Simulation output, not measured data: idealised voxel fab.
Process module, titled voxel plated lines
Each square cell in cross-section cut measures 5 nm, and the section as a whole is 260 nm wide.
In what follows, cross-sections appear as grids of square cells, described through bands that run from the top down, where every band is one or more rows of cells.
Each band's line starts with the height of the band's top and of its bottom, in nm. Then come its materials from left to right, each with its width in nm. One material with "all across" fills the band from edge to edge. "blank" is empty space.
Measure heights from 0. That's the level where, below it, the as-received wafer is all one material. The lowest band is bottomless and extends downward; write it as in "0 -> down".
The notation "30..40" denotes a width that varies across the rows of cells in the band, beginning at the first number in the top row, finishing at the second number in the bottom row, and changing by an identical amount from each row to the next.
When a step is marked "identical to before", none of the cells in the cross-section changed during that step.
Any empty space of 8 cells or more lacking an open way to the top shows up in "Entrapped void list" as width x height at distance, distance from the left edge, in nm.
Past the settings on a step's line: simulator remark, on that step.
"overlay nm", when on a step's line for a step with a mask, measures how far to the right of its planned place the mask lay; a negative measure means to the left.

Below is the list of planned process steps:
- 1: RECEIVE, material Si
- 2: CONFORMAL_DEP, material SiO2, thk nm 5
- 3: DIRECTIONAL_DEP, material TiN, thk nm 5
- 4: PATTERN, tone open, mask id LINES, material resist, width nm 30, pitch nm 50, thk nm 35, overlay nm 0
- 5: EPI, material Ru, thk nm 5
- 6: EPI, material Ru, thk nm 10
- 7: EPI, material Ru, thk nm 5
- 8: STRIP, etch materials resist
- 9: DIRECTIONAL_ETCH, etch materials TiN, depth nm 5
- 10: CONFORMAL_DEP, material SiO2, thk nm 10

This is the cross-section of the wafer as we received it, i.e. after step 1:
  0 -> down  Si all across
  Entrapped void list: none

Wafer at module end, in section. Began as above, planned as above, run with one mistake:
  40 -> 30  SiO2 50 nm, blank 10 nm, SiO2 40 nm, blank 10 nm, SiO2 40 nm, blank 10 nm, SiO2 40 nm, blank 10 nm, SiO2 50 nm
  30 -> 15  Ru 40 nm, SiO2 10 nm, blank 10 nm, SiO2 10 nm, Ru 20 nm, SiO2 10 nm, blank 10 nm, SiO2 10 nm, Ru 20 nm, SiO2 10 nm, blank 10 nm, SiO2 10 nm, Ru 20 nm, SiO2 10 nm, blank 10 nm, SiO2 10 nm, Ru 40 nm
  15 -> 10  Ru 40 nm, SiO2 30 nm, Ru 20 nm, SiO2 30 nm, Ru 20 nm, SiO2 30 nm, Ru 20 nm, SiO2 30 nm, Ru 40 nm
  10 -> 5  TiN 40 nm, SiO2 30 nm, TiN 20 nm, SiO2 30 nm, TiN 20 nm, SiO2 30 nm, TiN 20 nm, SiO2 30 nm, TiN 40 nm
  5 -> 0  SiO2 all across
  0 -> down  Si all across
  Entrapped void list: none
Nonconformance to the process plan: step 4 went in with a setting other than planned; the actual run was PATTERN, tone cover, mask id LINES, material resist, width nm 30, pitch nm 50, thk nm 35, overlay nm 0
